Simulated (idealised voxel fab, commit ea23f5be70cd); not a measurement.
Process module heading - voxel wiring stack
The width of the displayed cross-section, cut, is 235 nm; its cells are square, with a size of 5 nm.
Cross-section = grid of square cells, listed top down in bands; band = one or more rows. A band entry consists of two parts. The first gives the height of the band's top and the height of its bottom, in nm. The rest lists the band's materials from left to right, each with its width in nm. A single material labelled with the word "edge to edge" fills the band from edge to edge, and the word "blank" marks empty space. The level at which height equals 0 is the one under which the wafer, as it arrives, is entirely one material. No lower edge exists for the bottom band, which continues downward and is notated as in "0 nm and below". Quick explanation for "30..40": the width changes in equal steps down the rows of cells, from the first number in the band's top row to the second number in its bottom row. Any step labelled "identical to before" changed none of the cells in the cross-section. So "Encapsulated voids" is basically the list of trapped voids: any empty space of 8 cells or more that can't reach the top through an opening. They're written width x height at distance, the distance being from the left edge, and it's all nm. If you see something after the settings on a step's line, that's the simulator's own remark about that step. Steps that use a mask can have "overlay nm" on their line. It says how far the mask sat to the right of where it was meant to be. Negative means to the left.

[The steps planned for the process are as follows]
1) RECEIVE: material Si
2) CONFORMAL_DEP: material SiO2, thk nm 15
3) DIRECTIONAL_DEP: material TiN, thk nm 5
4) DIRECTIONAL_DEP: material W, thk nm 25
5) PATTERN: tone cover, mask id METAL_1, material resist, width nm 20, pitch nm 40, thk nm 15, overlay nm 0
6) DIRECTIONAL_ETCH: etch materials W, depth nm 25
7) DIRECTIONAL_ETCH: etch materials TiN, depth nm 5
8) STRIP: etch materials resist
9) FILL_DEP: material lowk, thk nm 5
10) CMP: height nm 45
11) CONFORMAL_DEP: material SiCN, thk nm 5
12) DIRECTIONAL_DEP: material SiO2, thk nm 15
13) PATTERN: tone open, mask id PLUG_1, material resist, width nm 15, pitch nm 40, thk nm 20, overlay nm 0
14) DIRECTIONAL_ETCH: etch materials SiO2, depth nm 15
15) DIRECTIONAL_ETCH: etch materials SiCN, depth nm 5
16) STRIP: etch materials resist
17) CONFORMAL_DEP: material TiN, thk nm 5
18) FILL_DEP: material W, thk nm 10
19) CMP: height nm 65
20) CONFORMAL_DEP: material SiCN, thk nm 5
21) DIRECTIONAL_DEP: material SiO2, thk nm 20
22) PATTERN: tone open, mask id METAL_2, material resist, width nm 20, pitch nm 40, thk nm 15, overlay nm 0
23) DIRECTIONAL_ETCH: etch materials SiO2, depth nm 20
24) DIRECTIONAL_ETCH: etch materials SiCN, depth nm 5
25) STRIP: etch materials resist
26) CONFORMAL_DEP: material TiN, thk nm 5
27) FILL_DEP: material Cu, thk nm 10
28) CMP: height nm 90
29) EPI: material Ru, thk nm 5
30) FILL_DEP: material SiCN, thk nm 5
31) DIRECTIONAL_DEP: material lowk, thk nm 30
32) PATTERN: tone open, mask id METAL_3, material resist, width nm 20, pitch nm 40, thk nm 20, overlay nm 0
33) DIRECTIONAL_ETCH: etch materials lowk, depth nm 20
34) STRIP: etch materials resist
35) DIRECTIONAL_DEP: material aC, thk nm 10
36) PATTERN: tone open, mask id METAL_3_HOLES, material resist, width nm 15, thk nm 25, overlay nm 0
37) DIRECTIONAL_ETCH: etch materials aC, depth nm 10
38) STRIP: etch materials resist
39) DIRECTIONAL_ETCH: etch materials lowk, depth nm 10
40) DIRECTIONAL_ETCH: etch materials SiCN, depth nm 5
41) STRIP: etch materials aC
42) CONFORMAL_DEP: material TiN, thk nm 5
43) FILL_DEP: material Ru, thk nm 5
44) CMP: height nm 130
45) CONFORMAL_DEP: material SiCN, thk nm 5
46) DIRECTIONAL_DEP: material lowk, thk nm 10
47) DIRECTIONAL_DEP: material aC, thk nm 10
48) PATTERN: tone open, mask id PLUG_3, material resist, width nm 15, pitch nm 40, thk nm 25, overlay nm 0
49) DIRECTIONAL_ETCH: etch materials aC, depth nm 10
50) STRIP: etch materials resist
51) DIRECTIONAL_ETCH: etch materials lowk, depth nm 10
52) DIRECTIONAL_ETCH: etch materials SiCN, depth nm 5
53) STRIP: etch materials aC
54) CONFORMAL_DEP: material TiN, thk nm 5
55) FILL_DEP: material Cu, thk nm 5
56) CMP: height nm 145
57) DIRECTIONAL_DEP: material TiN, thk nm 5
58) DIRECTIONAL_DEP: material Ru, thk nm 15
59) DIRECTIONAL_DEP: material aC, thk nm 10
60) PATTERN: tone cover, mask id METAL_4, material resist, width nm 20, pitch nm 40, thk nm 30, overlay nm 0
61) DIRECTIONAL_ETCH: etch materials aC, depth nm 10
62) STRIP: etch materials resist
63) DIRECTIONAL_ETCH: etch materials Ru, depth nm 15
64) DIRECTIONAL_ETCH: etch materials TiN, depth nm 5
65) STRIP: etch materials aC
66) CONFORMAL_DEP: material SiN, thk nm 5
67) FILL_DEP: material SiO2, thk nm 10
68) CMP: height nm 165
69) CONFORMAL_DEP: material SiCN, thk nm 5
It is noted that the wafers described herein are identical at the outset and are distinguished by the thk nm of step 54; the value stated in the plan corresponds to the first wafer.

[As-received cross-section, first of several wafers, post step 1]
	0 nm and below = Si edge to edge
	Encapsulated voids: none

[The cross-section of the first of several wafers is given below for the end of the module, after its final step, step 69]
	170 nm to 165 nm = SiCN edge to edge
	165 nm to 150 nm = 80 nm SiO2  5 nm SiN  20 nm Ru  5 nm SiN  10 nm SiO2  5 nm SiN  20 nm Ru  5 nm SiN  85 nm SiO2
	150 nm to 145 nm = 85 nm SiN  20 nm TiN  20 nm SiN  20 nm TiN  90 nm SiN
	145 nm to 135 nm = 85 nm lowk  5 nm TiN  5 nm Cu  5 nm TiN  25 nm lowk  5 nm TiN  5 nm Cu  5 nm TiN  95 nm lowk
	135 nm to 130 nm = 85 nm SiCN  15 nm TiN  25 nm SiCN  15 nm TiN  95 nm SiCN
	130 nm to 115 nm = 85 nm lowk  5 nm TiN  10 nm Ru  5 nm TiN  20 nm lowk  5 nm TiN  10 nm Ru  5 nm TiN  90 nm lowk
	115 nm to 110 nm = 85 nm lowk  5 nm TiN  5 nm Ru  10 nm TiN  20 nm lowk  20 nm TiN  90 nm lowk
	110 nm to 100 nm = 85 nm lowk  5 nm TiN  5 nm Ru  5 nm TiN  135 nm lowk
	100 nm to 95 nm = 85 nm SiCN  15 nm TiN  135 nm SiCN
	95 nm to 90 nm = 80 nm SiCN  30 nm Ru  10 nm SiCN  30 nm Ru  85 nm SiCN
	90 nm to 70 nm = 85 nm SiO2  5 nm TiN  10 nm Cu  5 nm TiN  20 nm SiO2  5 nm TiN  10 nm Cu  5 nm TiN  90 nm SiO2
	70 nm to 65 nm = 85 nm SiCN  20 nm TiN  20 nm SiCN  20 nm TiN  90 nm SiCN
	65 nm to 50 nm = 85 nm SiO2  5 nm TiN  5 nm W  5 nm TiN  25 nm SiO2  5 nm TiN  5 nm W  5 nm TiN  95 nm SiO2
	50 nm to 45 nm = 85 nm SiCN  15 nm TiN  25 nm SiCN  15 nm TiN  95 nm SiCN
	45 nm to 20 nm = 85 nm lowk  20 nm W  20 nm lowk  20 nm W  90 nm lowk
	20 nm to 15 nm = 85 nm lowk  20 nm TiN  20 nm lowk  20 nm TiN  90 nm lowk
	15 nm to 0 nm = SiO2 edge to edge
	0 nm and below = Si edge to edge
	Encapsulated voids: none

[Module end, final wafer: cross-section]
	170 nm to 165 nm = SiCN edge to edge
	165 nm to 150 nm = 80 nm SiO2  5 nm SiN  20 nm Ru  5 nm SiN  10 nm SiO2  5 nm SiN  20 nm Ru  5 nm SiN  85 nm SiO2
	150 nm to 145 nm = 85 nm SiN  20 nm TiN  20 nm SiN  20 nm TiN  90 nm SiN
	145 nm to 135 nm = 85 nm lowk  15 nm TiN  25 nm lowk  15 nm TiN  95 nm lowk
	135 nm to 130 nm = 85 nm SiCN  15 nm TiN  25 nm SiCN  15 nm TiN  95 nm SiCN
	130 nm to 115 nm = 85 nm lowk  5 nm TiN  10 nm Ru  5 nm TiN  20 nm lowk  5 nm TiN  10 nm Ru  5 nm TiN  90 nm lowk
	115 nm to 110 nm = 85 nm lowk  5 nm TiN  5 nm Ru  10 nm TiN  20 nm lowk  20 nm TiN  90 nm lowk
	110 nm to 100 nm = 85 nm lowk  5 nm TiN  5 nm Ru  5 nm TiN  135 nm lowk
	100 nm to 95 nm = 85 nm SiCN  15 nm TiN  135 nm SiCN
	95 nm to 90 nm = 80 nm SiCN  30 nm Ru  10 nm SiCN  30 nm Ru  85 nm SiCN
	90 nm to 70 nm = 85 nm SiO2  5 nm TiN  10 nm Cu  5 nm TiN  20 nm SiO2  5 nm TiN  10 nm Cu  5 nm TiN  90 nm SiO2
	70 nm to 65 nm = 85 nm SiCN  20 nm TiN  20 nm SiCN  20 nm TiN  90 nm SiCN
	65 nm to 50 nm = 85 nm SiO2  5 nm TiN  5 nm W  5 nm TiN  25 nm SiO2  5 nm TiN  5 nm W  5 nm TiN  95 nm SiO2
	50 nm to 45 nm = 85 nm SiCN  15 nm TiN  25 nm SiCN  15 nm TiN  95 nm SiCN
	45 nm to 20 nm = 85 nm lowk  20 nm W  20 nm lowk  20 nm W  90 nm lowk
	20 nm to 15 nm = 85 nm lowk  20 nm TiN  20 nm lowk  20 nm TiN  90 nm lowk
	15 nm to 0 nm = SiO2 edge to edge
	0 nm and below = Si edge to edge
	Encapsulated voids: none

[Here is how to read the rows: every wafer has a row, and it shows the wafer at the end of the module, giving for each material how many cells were gained (+) or lost (-) since the wafer was received, then listing its closed voids]
thk nm 5, +20 Cu, +51 Ru, +247 SiCN, +51 SiN, +525 SiO2, +98 TiN, +46 W, +560 lowk, Encapsulated voids: none
thk nm 10, +16 Cu, +51 Ru, +247 SiCN, +51 SiN, +525 SiO2, +102 TiN, +46 W, +560 lowk, Encapsulated voids: none
thk nm 15, +16 Cu, +51 Ru, +247 SiCN, +51 SiN, +525 SiO2, +102 TiN, +46 W, +560 lowk, Encapsulated voids: none
thk nm 20, +16 Cu, +51 Ru, +247 SiCN, +51 SiN, +525 SiO2, +102 TiN, +46 W, +560 lowk, Encapsulated voids: none
